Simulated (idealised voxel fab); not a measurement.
process module | voxel self aligned vias
cross-section cut | 170 nm wide | cells 5 nm
A cross-section is a grid of square cells, given in bands from the top down. A band is one or more rows of cells.
Each band's line starts with the height of the band's top and of its bottom, in nm. Then come its materials from left to right, each with its width in nm. One material with "throughout" fills the band from edge to edge. "air" is empty space.
Height 0 is the level under which the wafer as received is all one material. The lowest band goes on downwards, as in "0 down".
A width such as "30 to 40" changes by the same amount from each row of cells to the next, from the band's top row to its bottom row.
"no change" after a step means that no cell of the cross-section changed.
closed voids: empty space of 8 cells or more with no open way to the top, each as width x height at its distance from the left edge, in nm
after a step's settings: what the simulator itself notes on the step
overlay nm, on a step with a mask: how far to the right of its planned place the mask lay; to the left if negative
plan
1 op RECEIVE | material Si
2 op CONFORMAL_DEP | material SiO2 | thk nm 10
3 op CONFORMAL_DEP | material SiCN | thk nm 5
4 op DIRECTIONAL_DEP | material lowk | thk nm 20
5 op MASKED_ETCH | tone open | mask id LINES | width nm 20 | pitch nm 70 | etch materials lowk | depth nm 20 | overlay nm 0
6 op CONFORMAL_DEP | material TiN | thk nm 5
7 op FILL_DEP | material Ru | thk nm 5
8 op CMP | height nm 35
9 op SELECTIVE_ETCH | etch materials W Ru TiN | depth nm 10
10 op FILL_DEP | material SiN | thk nm 10
11 op CMP | height nm 35
12 op DIRECTIONAL_DEP | material lowk | thk nm 15
13 op DIRECTIONAL_DEP | material aC | thk nm 10
14 op PATTERN | tone open | mask id VIAS | material resist | width nm 40 | pitch nm 70 | thk nm 25 | overlay nm 0
15 op DIRECTIONAL_ETCH | etch materials aC | depth nm 10
16 op STRIP | etch materials resist
17 op DIRECTIONAL_ETCH | etch materials lowk | depth nm 15
18 op DIRECTIONAL_ETCH | etch materials SiN | depth nm 10
19 op STRIP | etch materials aC
20 op CONFORMAL_DEP | material TiN | thk nm 5
21 op FILL_DEP | material W | thk nm 10
22 op CMP | height nm 50
23 op CONFORMAL_DEP | material SiCN | thk nm 5
first wafer, as planned
as received, after step 1
  0 down: Si throughout
  closed voids: none
after step 2
  10 to 0: SiO2 throughout
  below 0: unchanged
after step 3
  15 to 10: SiCN throughout
  below 10: unchanged
after step 4
  35 to 15: lowk throughout
  below 15: unchanged
after step 5
  35 to 15: lowk 40 | air 20 | lowk 50 | air 20 | lowk 40
  below 15: unchanged
after step 6
  40 to 35: TiN 45 | air 10 | TiN 60 | air 10 | TiN 45
  35 to 20: lowk 40 | TiN 5 | air 10 | TiN 5 | lowk 50 | TiN 5 | air 10 | TiN 5 | lowk 40
  20 to 15: lowk 40 | TiN 20 | lowk 50 | TiN 20 | lowk 40
  below 15: unchanged
after step 7
  45 to 40: Ru throughout
  40 to 35: TiN 45 | Ru 10 | TiN 60 | Ru 10 | TiN 45
  35 to 20: lowk 40 | TiN 5 | Ru 10 | TiN 5 | lowk 50 | TiN 5 | Ru 10 | TiN 5 | lowk 40
  below 20: unchanged
after step 8
  35 to 20: lowk 40 | TiN 5 | Ru 10 | TiN 5 | lowk 50 | TiN 5 | Ru 10 | TiN 5 | lowk 40
  below 20: unchanged
after step 9
  35 to 25: lowk 40 | air 20 | lowk 50 | air 20 | lowk 40
  below 25: unchanged
after step 10
  45 to 35: SiN throughout
  35 to 25: lowk 40 | SiN 20 | lowk 50 | SiN 20 | lowk 40
  below 25: unchanged
after step 11
  35 to 25: lowk 40 | SiN 20 | lowk 50 | SiN 20 | lowk 40
  below 25: unchanged
after step 12
  50 to 35: lowk throughout
  below 35: unchanged
after step 13
  60 to 50: aC throughout
  below 50: unchanged
after step 14
  85 to 60: resist 30 | air 40 | resist 30 | air 40 | resist 30
  below 60: unchanged
after step 15
  75 to 60: resist 30 | air 40 | resist 30 | air 40 | resist 30
  60 to 50: aC 30 | air 40 | aC 30 | air 40 | aC 30
  below 50: unchanged
after step 16
  60 to 50: aC 30 | air 40 | aC 30 | air 40 | aC 30
  below 50: unchanged
after step 17
  60 to 50: aC 30 | air 40 | aC 30 | air 40 | aC 30
  50 to 35: lowk 30 | air 40 | lowk 30 | air 40 | lowk 30
  below 35: unchanged
after step 18
  60 to 50: aC 30 | air 40 | aC 30 | air 40 | aC 30
  50 to 35: lowk 30 | air 40 | lowk 30 | air 40 | lowk 30
  35 to 25: lowk 40 | air 20 | lowk 50 | air 20 | lowk 40
  below 25: unchanged
after step 19
  50 to 35: lowk 30 | air 40 | lowk 30 | air 40 | lowk 30
  below 35: unchanged
after step 20
  55 to 50: TiN 35 | air 30 | TiN 40 | air 30 | TiN 35
  50 to 40: lowk 30 | TiN 5 | air 30 | TiN 5 | lowk 30 | TiN 5 | air 30 | TiN 5 | lowk 30
  40 to 30: lowk 30 to 40 | TiN 15 to 5 | air 10 | TiN 15 to 5 | lowk 30 to 50 | TiN 15 to 5 | air 10 | TiN 15 to 5 | lowk 30 to 40
  30 to 25: lowk 40 | TiN 20 | lowk 50 | TiN 20 | lowk 40
  below 25: unchanged
after step 21
  65 to 55: W throughout
  55 to 50: TiN 35 | W 30 | TiN 40 | W 30 | TiN 35
  50 to 40: lowk 30 | TiN 5 | W 30 | TiN 5 | lowk 30 | TiN 5 | W 30 | TiN 5 | lowk 30
  40 to 30: lowk 30 to 40 | TiN 15 to 5 | W 10 | TiN 15 to 5 | lowk 30 to 50 | TiN 15 to 5 | W 10 | TiN 15 to 5 | lowk 30 to 40
  below 30: unchanged
after step 22
  50 to 40: lowk 30 | TiN 5 | W 30 | TiN 5 | lowk 30 | TiN 5 | W 30 | TiN 5 | lowk 30
  below 40: unchanged
after step 23
  55 to 50: SiCN throughout
  below 50: unchanged
second wafer: like start, like plan, one mistake. Through step 13 it matches the first wafer
when step 14 should have ended
  85 to 60: resist 40 | air 40 | resist 30 | air 40 | resist 20
  below 60: unchanged
when step 15 should have ended
  75 to 60: resist 40 | air 40 | resist 30 | air 40 | resist 20
  60 to 50: aC 40 | air 40 | aC 30 | air 40 | aC 20
  below 50: unchanged
when step 16 should have ended
  60 to 50: aC 40 | air 40 | aC 30 | air 40 | aC 20
  below 50: unchanged
when step 17 should have ended
  60 to 50: aC 40 | air 40 | aC 30 | air 40 | aC 20
  50 to 35: lowk 40 | air 40 | lowk 30 | air 40 | lowk 20
  below 35: unchanged
when step 18 should have ended
  60 to 50: aC 40 | air 40 | aC 30 | air 40 | aC 20
  50 to 35: lowk 40 | air 40 | lowk 30 | air 40 | lowk 20
  35 to 25: lowk 40 | air 20 | lowk 50 | air 20 | lowk 40
  below 25: unchanged
when step 19 should have ended
  50 to 35: lowk 40 | air 40 | lowk 30 | air 40 | lowk 20
  below 35: unchanged
when step 20 should have ended
  55 to 50: TiN 45 | air 30 | TiN 40 | air 30 | TiN 25
  50 to 40: lowk 40 | TiN 5 | air 30 | TiN 5 | lowk 30 | TiN 5 | air 30 | TiN 5 | lowk 20
  40 to 30: lowk 40 | TiN 5 | air 10 | TiN 25 to 5 | lowk 30 to 50 | TiN 5 | air 10 | TiN 25 to 5 | lowk 20 to 40
  30 to 25: lowk 40 | TiN 20 | lowk 50 | TiN 20 | lowk 40
  below 25: unchanged
when step 21 should have ended
  65 to 55: W throughout
  55 to 50: TiN 45 | W 30 | TiN 40 | W 30 | TiN 25
  50 to 40: lowk 40 | TiN 5 | W 30 | TiN 5 | lowk 30 | TiN 5 | W 30 | TiN 5 | lowk 20
  40 to 30: lowk 40 | TiN 5 | W 10 | TiN 25 to 5 | lowk 30 to 50 | TiN 5 | W 10 | TiN 25 to 5 | lowk 20 to 40
  below 30: unchanged
when step 22 should have ended
  50 to 40: lowk 40 | TiN 5 | W 30 | TiN 5 | lowk 30 | TiN 5 | W 30 | TiN 5 | lowk 20
  below 40: unchanged
when step 23 should have ended
  55 to 50: SiCN throughout
  below 50: unchanged
what went wrong: step 14 ran as: op PATTERN | tone open | mask id VIAS | material resist | width nm 40 | pitch nm 70 | thk nm 25 | overlay nm 10
at the end the second wafer has, in cells: as many of each material as the first, in other places
